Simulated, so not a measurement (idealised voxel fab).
This is a process module. Its name is voxel lift off.
cross-section cut | 295 nm wide | cells 5 nm
Square cells in a grid make up a cross-section in this document, and the grid is given as bands, listed from the top down, each one or more rows of cells.
Top height, bottom height, nm. Materials left to right, width each, nm. Single material + "throughout" = fills band edge to edge. "empty" = empty.
Where do heights start? At 0: under that level the wafer as delivered is made of one material only. And the lowest band has no floor; it just carries on downward, as in "top 0, no bottom".
Width "30..40": first value at the band's top row of cells, second value at its bottom row, equal change from row to row.
Reading "nothing altered" for a step: not a cell of the cross-section changed in it.
Entry "Internal closed voids" = empty spaces >= 8 cells with no open way to the top; each as width x height at distance, distance from left edge, all nm.
Where a step's line continues beyond its settings, the continuation is a remark by the simulator itself on that step.
On any step carrying a mask, the "overlay nm" setting, if present on the step's line, tells how far right of its planned place the mask lay; negative values point to the left.
**Process steps - plan**
1) RECEIVE,material Si
2) CONFORMAL_DEP,material SiO2,thk nm 5
3) PATTERN,tone open,mask id LINES,material resist,width nm 15,pitch nm 40,thk nm 30,overlay nm 0
4) DIRECTIONAL_DEP,material Ru,thk nm 15
5) STRIP,etch materials resist
6) CONFORMAL_DEP,material SiN,thk nm 5
It is noted that the wafers described herein are identical at the outset and are distinguished by the width nm of step 3; the value stated in the plan corresponds to the first wafer.
**First of several wafers, received after step 1, in cross-section**
	top 0, no bottom: Si throughout
	Internal closed voids: none
**Per wafer (row), end of module: delta in cells per material since receipt, (+) for gained, (-) for lost; closed voids after that**
width nm 15; +18 Ru; +71 SiN; +59 SiO2; Internal closed voids: none
width nm 20; +24 Ru; +71 SiN; +59 SiO2; Internal closed voids: none
width nm 25; +30 Ru; +71 SiN; +59 SiO2; Internal closed voids: none
